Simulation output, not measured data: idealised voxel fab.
The document below concerns the process module designated voxel gate over fins.
Pictured: cross-section cut, 255 nm wide, on a grid of 5 nm square cells.
In what follows, cross-sections appear as grids of square cells, described through bands that run from the top down, where every band is one or more rows of cells. Quick guide to a band line: top height, bottom height (nm) up front; then every material left to right with its width in nm. Only one material and it's marked "all across"? Then it fills the band edge to edge. And "empty" just means empty space. Where do heights start? At 0: under that level the wafer as delivered is made of one material only. And the lowest band has no floor; it just carries on downward, as in "0 -> down". The notation "30..40" denotes a width that varies across the rows of cells in the band, beginning at the first number in the top row, finishing at the second number in the bottom row, and changing by an identical amount from each row to the next. For the purposes of this document, the phrase "no change occurred" attached to a step denotes that no cell within the cross-section was modified by that step. Reported under the label "Completely enclosed voids" are the empty spaces having no open way to the top and comprising 8 cells or more; the notation for each is width x height at distance, in which the distance is measured from the left edge and all three values are in nm. Read whatever lies past the settings on a step's line as the simulator's own remark about the step. A step line may carry the setting "overlay nm", which, for steps involving a mask, states the distance by which the mask lay to the right of its intended position; negative values denote displacement to the left.
This section lists the process steps that were planned
- 1: RECEIVE | material Si
- 2: CONFORMAL_DEP | material SiN | thk nm 10
- 3: DIRECTIONAL_DEP | material aC | thk nm 10
- 4: PATTERN | tone cover | mask id FINS | material resist | width nm 15 | pitch nm 50 | thk nm 30 | overlay nm 0
- 5: DIRECTIONAL_ETCH | etch materials aC | depth nm 10
- 6: STRIP | etch materials resist
- 7: DIRECTIONAL_ETCH | etch materials SiN | depth nm 10
- 8: DIRECTIONAL_ETCH | etch materials Si | depth nm 35
- 9: STRIP | etch materials aC
- 10: OXIDIZE | depth nm 5
- 11: FILL_DEP | material SiO2 | thk nm 5
- 12: CMP | height nm 10
- 13: DIRECTIONAL_DEP | material aC | thk nm 15
- 14: PATTERN | tone open | mask id RAIL | material resist | width nm 15 | thk nm 35 | overlay nm 0
- 15: DIRECTIONAL_ETCH | etch materials aC | depth nm 15
- 16: STRIP | etch materials resist
- 17: DIRECTIONAL_ETCH | etch materials SiO2 | depth nm 40
- 18: STRIP | etch materials aC
- 19: CONFORMAL_DEP | material TiN | thk nm 5
- 20: FILL_DEP | material Ru | thk nm 10
- 21: CMP | height nm 10
- 22: SELECTIVE_ETCH | etch materials W Ru TiN | depth nm 35
- 23: FILL_DEP | material SiO2 | thk nm 5
- 24: CMP | height nm 10
- 25: SELECTIVE_ETCH | etch materials SiO2 | depth nm 25
- 26: STRIP | etch materials SiN
- 27: CONFORMAL_DEP | material HfO2 | thk nm 5
- 28: CONFORMAL_DEP | material TiN | thk nm 5
- 29: CONFORMAL_DEP | material TiAl | thk nm 5
- 30: CONFORMAL_DEP | material TiN | thk nm 5
- 31: FILL_DEP | material W | thk nm 10
- 32: CMP | height nm 25
- 33: CONFORMAL_DEP | material SiCN | thk nm 10
Cross-section, incoming material, after step 1
	0 -> down  Si all across
	Completely enclosed voids: none
The cross-section shown corresponds to the wafer at the conclusion of the module. The initial structure and the process plan are those presented above; however, one mistake occurred in executing the plan
	35 -> 25  SiCN all across
	25 -> 20  W all across
	20 -> 15  55 nm W, 45 nm TiN, 5 nm W, 45 nm TiN, 5 nm W, 45 nm TiN, 55 nm W
	15 -> 10  55 nm W, 5 nm TiN, 35 nm TiAl, 5 nm TiN, 5 nm W, 5 nm TiN, 35 nm TiAl, 5 nm TiN, 5 nm W, 5 nm TiN, 35 nm TiAl, 5 nm TiN, 55 nm W
	10 -> 5  55 nm W, 5 nm TiN, 5 nm TiAl, 25 nm TiN, 5 nm TiAl, 5 nm TiN, 5 nm W, 5 nm TiN, 5 nm TiAl, 25 nm TiN, 5 nm TiAl, 5 nm TiN, 5 nm W, 5 nm TiN, 5 nm TiAl, 25 nm TiN, 5 nm TiAl, 5 nm TiN, 55 nm W
	5 -> 0  60 nm TiN, 5 nm TiAl, 5 nm TiN, 15 nm HfO2, 5 nm TiN, 5 nm TiAl, 15 nm TiN, 5 nm TiAl, 5 nm TiN, 15 nm HfO2, 5 nm TiN, 5 nm TiAl, 15 nm TiN, 5 nm TiAl, 5 nm TiN, 15 nm HfO2, 5 nm TiN, 5 nm TiAl, 60 nm TiN
	0 -> -5  65 nm TiAl, 5 nm TiN, 5 nm HfO2, 5 nm Si, 5 nm HfO2, 5 nm TiN, 25 nm TiAl, 5 nm TiN, 5 nm HfO2, 5 nm Si, 5 nm HfO2, 5 nm TiN, 25 nm TiAl, 5 nm TiN, 5 nm HfO2, 5 nm Si, 5 nm HfO2, 5 nm TiN, 65 nm TiAl
	-5 -> -10  70 nm TiN, 5 nm HfO2, 5 nm Si, 5 nm HfO2, 35 nm TiN, 5 nm HfO2, 5 nm Si, 5 nm HfO2, 35 nm TiN, 5 nm HfO2, 5 nm Si, 5 nm HfO2, 70 nm TiN
	-10 -> -15  75 nm HfO2, 5 nm Si, 45 nm HfO2, 5 nm Si, 45 nm HfO2, 5 nm Si, 75 nm HfO2
	-15 -> -25  75 nm SiO2, 5 nm Si, 45 nm SiO2, 5 nm Si, 45 nm SiO2, 5 nm Si, 75 nm SiO2
	-25 -> -30  75 nm SiO2, 5 nm Si, 25 nm SiO2, 15 nm TiN, 5 nm SiO2, 5 nm Si, 45 nm SiO2, 5 nm Si, 75 nm SiO2
	-30 -> -40  75 nm SiO2, 5 nm Si, 45 nm SiO2, 5 nm Si, 45 nm SiO2, 5 nm Si, 75 nm SiO2
	-40 -> down  Si all across
	Completely enclosed voids: none
In executing the process, a mistake was made relative to the plan: contrary to plan, step 14 was performed as PATTERN | tone open | mask id RAIL | material resist | width nm 15 | thk nm 35 | overlay nm 10
